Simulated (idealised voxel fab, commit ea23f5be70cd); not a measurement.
Presented below is a process module, voxel self aligned vias.
This is section cut - it's 285 nm across, gridded in 5 nm square cells.
A cross-section is written here as square cells arranged in a grid, and it is given in bands from the top down, each band taking up one or more rows of cells.
The entry gives the band's vertical extent as a top height and a bottom height in nm, then its horizontal make-up as materials from left to right, each with a width in nm. "air" stands for empty space; a single material marked "all across" fills the band edge to edge.
Heights are expressed relative to 0, this being the level below which the as-received wafer comprises one material exclusively. The lowest band is unbounded in the downward direction and is denoted as in "0 down".
Width: "30..40" (first number = top row, second number = bottom row, same change from row to row of cells).
The cross-section has no changed cell in any step marked "nothing altered".
"Enclosed empty spaces" - sealed voids, min. 8 cells, no opening to top; format: width x height at distance (distance from left edge; nm throughout).
It should be noted that, on the line of a given step, the content following the step's settings is a remark produced by the simulator itself with respect to that step.
The optional step-line setting "overlay nm" applies to steps with a mask and quantifies how far to the right of its planned location the mask lay, a negative value indicating leftward placement.
## Set out below are the planned steps of the process
step 1: RECEIVE (material Si)
step 2: CONFORMAL_DEP (material SiO2; thk nm 10)
step 3: CONFORMAL_DEP (material SiCN; thk nm 5)
step 4: DIRECTIONAL_DEP (material lowk; thk nm 20)
step 5: MASKED_ETCH (tone open; mask id LINES; width nm 25; pitch nm 55; etch materials lowk; depth nm 20; overlay nm 0)
step 6: CONFORMAL_DEP (material TiN; thk nm 5)
step 7: FILL_DEP (material Ru; thk nm 10)
step 8: CMP (height nm 35)
step 9: SELECTIVE_ETCH (etch materials W Ru TiN; depth nm 5)
step 10: FILL_DEP (material SiN; thk nm 10)
step 11: CMP (height nm 35)
step 12: DIRECTIONAL_DEP (material lowk; thk nm 20)
step 13: PATTERN (tone open; mask id VIAS; material resist; width nm 35; pitch nm 110; thk nm 20; overlay nm 0)
step 14: DIRECTIONAL_ETCH (etch materials lowk; depth nm 20)
step 15: DIRECTIONAL_ETCH (etch materials SiN; depth nm 5)
step 16: STRIP (etch materials resist)
step 17: CONFORMAL_DEP (material TiN; thk nm 5)
step 18: FILL_DEP (material W; thk nm 5)
step 19: CMP (height nm 55)
step 20: CONFORMAL_DEP (material SiN; thk nm 5)
## Run as planned: first of two wafers
## The cross-section here shows the wafer as received, i.e. in its state after step 1
0 down = Si all across
Enclosed empty spaces: none
## The wafer, seen in cross-section, after step 2
10 to 0 = SiO2 all across
Lower than 0, everything is as it was.
## The wafer, seen in cross-section, after step 3
15 to 10 = SiCN all across
Lower than 10, everything is as it was.
## The wafer, seen in cross-section, after step 4
35 to 15 = lowk all across
Lower than 15, everything is as it was.
## The wafer, seen in cross-section, after step 5
35 to 15 = lowk 75 nm / air 25 nm / lowk 30 nm / air 25 nm / lowk 30 nm / air 25 nm / lowk 75 nm
Lower than 15, everything is as it was.
## The wafer, seen in cross-section, after step 6
40 to 35 = TiN 80 nm / air 15 nm / TiN 40 nm / air 15 nm / TiN 40 nm / air 15 nm / TiN 80 nm
35 to 20 = lowk 75 nm / TiN 5 nm / air 15 nm / TiN 5 nm / lowk 30 nm / TiN 5 nm / air 15 nm / TiN 5 nm / lowk 30 nm / TiN 5 nm / air 15 nm / TiN 5 nm / lowk 75 nm
20 to 15 = lowk 75 nm / TiN 25 nm / lowk 30 nm / TiN 25 nm / lowk 30 nm / TiN 25 nm / lowk 75 nm
Lower than 15, everything is as it was.
## The wafer, seen in cross-section, after step 7
50 to 40 = Ru all across
40 to 35 = TiN 80 nm / Ru 15 nm / TiN 40 nm / Ru 15 nm / TiN 40 nm / Ru 15 nm / TiN 80 nm
35 to 20 = lowk 75 nm / TiN 5 nm / Ru 15 nm / TiN 5 nm / lowk 30 nm / TiN 5 nm / Ru 15 nm / TiN 5 nm / lowk 30 nm / TiN 5 nm / Ru 15 nm / TiN 5 nm / lowk 75 nm
Lower than 20, everything is as it was.
## The wafer, seen in cross-section, after step 8
35 to 20 = lowk 75 nm / TiN 5 nm / Ru 15 nm / TiN 5 nm / lowk 30 nm / TiN 5 nm / Ru 15 nm / TiN 5 nm / lowk 30 nm / TiN 5 nm / Ru 15 nm / TiN 5 nm / lowk 75 nm
Lower than 20, everything is as it was.
## The wafer, seen in cross-section, after step 9
35 to 30 = lowk 75 nm / air 25 nm / lowk 30 nm / air 25 nm / lowk 30 nm / air 25 nm / lowk 75 nm
Lower than 30, everything is as it was.
## The wafer, seen in cross-section, after step 10
45 to 35 = SiN all across
35 to 30 = lowk 75 nm / SiN 25 nm / lowk 30 nm / SiN 25 nm / lowk 30 nm / SiN 25 nm / lowk 75 nm
Lower than 30, everything is as it was.
## The wafer, seen in cross-section, after step 11
35 to 30 = lowk 75 nm / SiN 25 nm / lowk 30 nm / SiN 25 nm / lowk 30 nm / SiN 25 nm / lowk 75 nm
Lower than 30, everything is as it was.
## The wafer, seen in cross-section, after step 12
55 to 35 = lowk all across
Lower than 35, everything is as it was.
## The wafer, seen in cross-section, after step 13
75 to 55 = resist 70 nm / air 35 nm / resist 75 nm / air 35 nm / resist 70 nm
Lower than 55, everything is as it was.
## The wafer, seen in cross-section, after step 14
75 to 55 = resist 70 nm / air 35 nm / resist 75 nm / air 35 nm / resist 70 nm
55 to 35 = lowk 70 nm / air 35 nm / lowk 75 nm / air 35 nm / lowk 70 nm
Lower than 35, everything is as it was.
## The wafer, seen in cross-section, after step 15
75 to 55 = resist 70 nm / air 35 nm / resist 75 nm / air 35 nm / resist 70 nm
55 to 35 = lowk 70 nm / air 35 nm / lowk 75 nm / air 35 nm / lowk 70 nm
35 to 30 = lowk 75 nm / air 25 nm / lowk 30 nm / SiN 25 nm / lowk 30 nm / air 25 nm / lowk 75 nm
Lower than 30, everything is as it was.
## The wafer, seen in cross-section, after step 16
55 to 35 = lowk 70 nm / air 35 nm / lowk 75 nm / air 35 nm / lowk 70 nm
Lower than 35, everything is as it was.
## The wafer, seen in cross-section, after step 17
60 to 55 = TiN 75 nm / air 25 nm / TiN 85 nm / air 25 nm / TiN 75 nm
55 to 40 = lowk 70 nm / TiN 5 nm / air 25 nm / TiN 5 nm / lowk 75 nm / TiN 5 nm / air 25 nm / TiN 5 nm / lowk 70 nm
40 to 35 = lowk 70 nm / TiN 10 nm / air 15 nm / TiN 10 nm / lowk 75 nm / TiN 10 nm / air 15 nm / TiN 10 nm / lowk 70 nm
35 to 30 = lowk 75 nm / TiN 25 nm / lowk 30 nm / SiN 25 nm / lowk 30 nm / TiN 25 nm / lowk 75 nm
Lower than 30, everything is as it was.
## The wafer, seen in cross-section, after step 18
65 to 60 = W all across
60 to 55 = TiN 75 nm / W 25 nm / TiN 85 nm / W 25 nm / TiN 75 nm
55 to 40 = lowk 70 nm / TiN 5 nm / W 25 nm / TiN 5 nm / lowk 75 nm / TiN 5 nm / W 25 nm / TiN 5 nm / lowk 70 nm
40 to 35 = lowk 70 nm / TiN 10 nm / W 15 nm / TiN 10 nm / lowk 75 nm / TiN 10 nm / W 15 nm / TiN 10 nm / lowk 70 nm
Lower than 35, everything is as it was.
## The wafer, seen in cross-section, after step 19
55 to 40 = lowk 70 nm / TiN 5 nm / W 25 nm / TiN 5 nm / lowk 75 nm / TiN 5 nm / W 25 nm / TiN 5 nm / lowk 70 nm
Lower than 40, everything is as it was.
## The wafer, seen in cross-section, after step 20
60 to 55 = SiN all across
Lower than 55, everything is as it was.
## Notes, second wafer: start = first wafer's, plan = first wafer's, execution had one mistake; history identical to first through step 13
## Second wafer at the planned finish of step 14, seen in cross-section
75 to 55 = resist 70 nm / air 35 nm / resist 75 nm / air 35 nm / resist 70 nm
55 to 35 = lowk 70 nm / air 35 nm / lowk 75 nm / air 35 nm / lowk 70 nm
35 to 30 = lowk 70 nm / air 5 nm / SiN 25 nm / air 5 nm / lowk 25 nm / SiN 25 nm / lowk 25 nm / air 5 nm / SiN 25 nm / air 5 nm / lowk 70 nm
30 to 25 = lowk 70 nm / air 5 nm / TiN 5 nm / Ru 15 nm / TiN 5 nm / air 5 nm / lowk 25 nm / TiN 5 nm / Ru 15 nm / TiN 5 nm / lowk 25 nm / air 5 nm / TiN 5 nm / Ru 15 nm / TiN 5 nm / air 5 nm / lowk 70 nm
Lower than 25, everything is as it was.
## Second wafer at the planned finish of step 15, seen in cross-section
75 to 55 = resist 70 nm / air 35 nm / resist 75 nm / air 35 nm / resist 70 nm
55 to 35 = lowk 70 nm / air 35 nm / lowk 75 nm / air 35 nm / lowk 70 nm
35 to 30 = lowk 70 nm / air 35 nm / lowk 25 nm / SiN 25 nm / lowk 25 nm / air 35 nm / lowk 70 nm
Lower than 30, everything is as it was.
## Second wafer at the planned finish of step 16, seen in cross-section
55 to 35 = lowk 70 nm / air 35 nm / lowk 75 nm / air 35 nm / lowk 70 nm
Lower than 35, everything is as it was.
## Second wafer at the planned finish of step 17, seen in cross-section
60 to 55 = TiN 75 nm / air 25 nm / TiN 85 nm / air 25 nm / TiN 75 nm
55 to 35 = lowk 70 nm / TiN 5 nm / air 25 nm / TiN 5 nm / lowk 75 nm / TiN 5 nm / air 25 nm / TiN 5 nm / lowk 70 nm
35 to 30 = lowk 70 nm / TiN 35 nm / lowk 25 nm / SiN 25 nm / lowk 25 nm / TiN 35 nm / lowk 70 nm
30 to 20 = lowk 70..75 nm / TiN 10..5 nm / Ru 15 nm / TiN 10..5 nm / lowk 25..30 nm / TiN 5 nm / Ru 15 nm / TiN 5 nm / lowk 25..30 nm / TiN 10..5 nm / Ru 15 nm / TiN 10..5 nm / lowk 70..75 nm
Lower than 20, everything is as it was.
## Second wafer at the planned finish of step 18, seen in cross-section
65 to 60 = W all across
60 to 55 = TiN 75 nm / W 25 nm / TiN 85 nm / W 25 nm / TiN 75 nm
55 to 35 = lowk 70 nm / TiN 5 nm / W 25 nm / TiN 5 nm / lowk 75 nm / TiN 5 nm / W 25 nm / TiN 5 nm / lowk 70 nm
Lower than 35, everything is as it was.
## Second wafer at the planned finish of step 19, seen in cross-section
55 to 35 = lowk 70 nm / TiN 5 nm / W 25 nm / TiN 5 nm / lowk 75 nm / TiN 5 nm / W 25 nm / TiN 5 nm / lowk 70 nm
Lower than 35, everything is as it was.
## Second wafer at the planned finish of step 20, seen in cross-section
60 to 55 = SiN all across
Lower than 55, everything is as it was.
Here's what went sideways: for step 14, the planned setting was not used; the step was instead run as DIRECTIONAL_ETCH (etch materials lowk; depth nm 30)
Bottom line after processing is that, in cells, the second wafer is up or down on some materials versus the first: 4 more of TiN; 4 more of W; 8 fewer of lowk
